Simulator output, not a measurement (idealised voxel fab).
Title: Process Module voxel self aligned contacts
Section cut is 160 nm wide and gridded with 5 nm square cells.
Square cells in a grid make up a cross-section in this document, and the grid is given as bands, listed from the top down, each one or more rows of cells.
For a band, the entry starts with two heights in nm, that of the top and then that of the bottom, and carries on with the band's materials in order from left to right, each alongside its width in nm; the word "everywhere" beside a single material means it fills the band edge to edge, and "air" means empty space.
Height 0 is the level under which the wafer as received is all one material. The lowest band goes on downwards, as in "from 0 down".
The width entry "30->40" should be interpreted row by row: the top row of cells in the band takes the first number, the bottom row takes the second number, and the change between adjacent rows is uniform throughout.
Any step labelled "changes: none" changed none of the cells in the cross-section.
Under "Enclosed internal cavities" you'll find the enclosed gaps, the ones with no way out to the top, that are 8 cells or bigger; each reads width x height at distance, with distance counted from the left edge, everything in nm.
The remark found on a step's line after its settings is issued by the simulator itself and pertains to that step.
overlay nm: for a step with a mask, the amount by which the mask lay right of where it was planned; a negative amount means left of it.
Process steps - plan:
step 1: RECEIVE, material Si
step 2: CONFORMAL_DEP, material SiO2, thk nm 5
step 3: DIRECTIONAL_DEP, material polySi, thk nm 20
step 4: DIRECTIONAL_DEP, material SiN, thk nm 20
step 5: MASKED_ETCH, tone cover, mask id GATE, width nm 30, pitch nm 75, etch materials SiN, depth nm 20, overlay nm 0
step 6: MASKED_ETCH, tone cover, mask id GATE, width nm 30, pitch nm 75, etch materials polySi, depth nm 20, overlay nm 0
step 7: CONFORMAL_DEP, material SiN, thk nm 10
step 8: DIRECTIONAL_ETCH, etch materials SiN, depth nm 10
step 9: FILL_DEP, material SiO2, thk nm 15
step 10: CMP, height nm 50
step 11: PATTERN, tone open, mask id CONTACT, material resist, width nm 55, thk nm 20, overlay nm 0
step 12: DIRECTIONAL_ETCH, etch materials SiO2, depth nm 50
step 13: STRIP, etch materials resist
step 14: CONFORMAL_DEP, material TiN, thk nm 5
step 15: FILL_DEP, material W, thk nm 10
step 16: CMP, height nm 50
step 17: CONFORMAL_DEP, material SiN, thk nm 5
Incoming wafer in cross-section (state: after step 1):
* from 0 down: Si everywhere
* Enclosed internal cavities: none
Wafer cross-section at end of module: start and plan as shown above, one execution error:
* from 55 to 50: SiN everywhere
* from 50 to 45: SiO2 (50) / TiN (20) / W (15) / TiN (20) / SiO2 (55)
* from 45 to 30: SiO2 (15) / SiN (10) / polySi (30) / SiN (10) / TiN (5) / W (15) / TiN (5) / SiN (10) / polySi (30) / SiN (10) / SiO2 (20)
* from 30 to 25: SiO2 (15) / SiN (10) / polySi (30) / SiN (10) / TiN (25) / SiN (10) / polySi (30) / SiN (10) / SiO2 (20)
* from 25 to 5: SiN everywhere
* from 5 to 0: SiO2 everywhere
* from 0 down: Si everywhere
* Enclosed internal cavities: none
So what did we get wrong on this run? plan steps 3 and 4 run swapped
